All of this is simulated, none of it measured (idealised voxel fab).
Title: Process Module voxel fin reveal
FYI the section here is cut, 260 nm wide, cells are 5 nm squares.
Cross-section = grid of square cells, listed top down in bands; band = one or more rows.
The band entry comprises the height of the band's top followed by the height of its bottom, expressed in nm, and subsequently the band's materials from left to right, each stated together with its width in nm. Where a single material is marked with the word "all across", that material fills the band from edge to edge. The word "blank" represents empty space.
Counting heights begins at 0, where everything beneath is, in the wafer as received, one material. The lowest band has no bottom; it goes on downwards, as "0 and below" shows.
Think of "30 to 40" as a width that walks from the first number to the second as you go down the band, top row to bottom row, taking equal-sized steps from row to row.
When a step is marked "nothing altered", none of the cells in the cross-section changed during that step.
"Enclosed internal voids" contains a list of empty spaces, each no smaller than 8 cells and without an open way to the top, written in the form width x height at distance with the distance from the left edge and all three in nm.
after a step's settings: what the simulator itself notes on the step
A step's line can hold "overlay nm"; with a mask on that step, the setting says how far right of the planned place the mask lay, while a negative setting says it lay to the left.

**Planned process steps**
1,RECEIVE [material Si]
2,CONFORMAL_DEP [material SiN] [thk nm 5]
3,PATTERN [tone cover] [mask id FINS] [material resist] [width nm 15] [pitch nm 40] [thk nm 20] [overlay nm 0]
4,DIRECTIONAL_ETCH [etch materials SiN] [depth nm 5]
5,DIRECTIONAL_ETCH [etch materials Si] [depth nm 30]
6,STRIP [etch materials resist]
7,OXIDIZE [depth nm 5]
8,FILL_DEP [material SiO2] [thk nm 15]
9,CMP [height nm 5]
10,SELECTIVE_ETCH [etch materials SiO2] [depth nm 15]
11,STRIP [etch materials SiN]
12,CONFORMAL_DEP [material HfO2] [thk nm 5]

**Cross-section, incoming material, after step 1**
> 0 and below  Si all across
> Enclosed internal voids: none

**Cross-sectional view of the first of the two wafers upon completion of the module, processed in accordance with the plan**
> 5 down to 0  80 of blank; 15 of HfO2; 25 of blank; 15 of HfO2; 25 of blank; 15 of HfO2; 85 of blank
> 0 down to -5  80 of blank; 5 of HfO2; 5 of Si; 5 of HfO2; 25 of blank; 5 of HfO2; 5 of Si; 5 of HfO2; 25 of blank; 5 of HfO2; 5 of Si; 5 of HfO2; 85 of blank
> -5 down to -10  85 of HfO2; 5 of Si; 35 of HfO2; 5 of Si; 35 of HfO2; 5 of Si; 90 of HfO2
> -10 down to -35  85 of SiO2; 5 of Si; 35 of SiO2; 5 of Si; 35 of SiO2; 5 of Si; 90 of SiO2
> -35 and below  Si all across
> Enclosed internal voids: none

**What the second wafer looks like in cross-section once the module is done. Its start and its plan matched the first wafer's exactly; what differed was one mistake in how it was run**
> 5 down to 0  80 of blank; 15 of HfO2; 25 of blank; 15 of HfO2; 25 of blank; 15 of HfO2; 85 of blank
> 0 down to -20  80 of blank; 5 of HfO2; 5 of Si; 5 of HfO2; 25 of blank; 5 of HfO2; 5 of Si; 5 of HfO2; 25 of blank; 5 of HfO2; 5 of Si; 5 of HfO2; 85 of blank
> -20 down to -25  85 of HfO2; 5 of Si; 35 of HfO2; 5 of Si; 35 of HfO2; 5 of Si; 90 of HfO2
> -25 down to -35  85 of SiO2; 5 of Si; 35 of SiO2; 5 of Si; 35 of SiO2; 5 of Si; 90 of SiO2
> -35 and below  Si all across
> Enclosed internal voids: none
Run error: step 10 of the plan was performed twice
It is noted that, at the conclusion of processing, the second wafer exhibits a higher or lower cell count for certain materials relative to the first: HfO2: 18 more; SiO2: 147 fewer
